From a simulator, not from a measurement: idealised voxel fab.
process module | voxel fin reveal
cross-section cut | 275 nm wide | cells 5 nm
A cross-section is a grid of square cells, given in bands from the top down. A band is one or more rows of cells.
Each band's line starts with the height of the band's top and of its bottom, in nm. Then come its materials from left to right, each with its width in nm. One material with "throughout" fills the band from edge to edge. "air" is empty space.
Height 0 is the level under which the wafer as received is all one material. The lowest band goes on downwards, as in "0 down".
A width such as "30 to 40" changes by the same amount from each row of cells to the next, from the band's top row to its bottom row.
"no change" after a step means that no cell of the cross-section changed.
closed voids: empty space of 8 cells or more with no open way to the top, each as width x height at its distance from the left edge, in nm
after a step's settings: what the simulator itself notes on the step
overlay nm, on a step with a mask: how far to the right of its planned place the mask lay; to the left if negative
plan
1 op RECEIVE | material Si
2 op CONFORMAL_DEP | material SiN | thk nm 5
3 op PATTERN | tone cover | mask id FINS | material resist | width nm 15 | pitch nm 35 | thk nm 20 | overlay nm 0
4 op DIRECTIONAL_ETCH | etch materials SiN | depth nm 5
5 op DIRECTIONAL_ETCH | etch materials Si | depth nm 30
6 op STRIP | etch materials resist
7 op FILL_DEP | material SiO2 | thk nm 5
8 op CMP | height nm 5
9 op SELECTIVE_ETCH | etch materials SiO2 | depth nm 15
10 op STRIP | etch materials SiN
as received, after step 1
  0 down: Si throughout
  closed voids: none
a wafer at the end: this start, this plan, one mistake
  0 to -10: air 105 | Si 15 | air 20 | Si 15 | air 20 | Si 15 | air 85
  -10 to -30: SiO2 105 | Si 15 | SiO2 20 | Si 15 | SiO2 20 | Si 15 | SiO2 85
  -30 down: Si throughout
  closed voids: none
what went wrong: step 3 ran as: op PATTERN | tone cover | mask id FINS | material resist | width nm 15 | pitch nm 35 | thk nm 20 | overlay nm 10
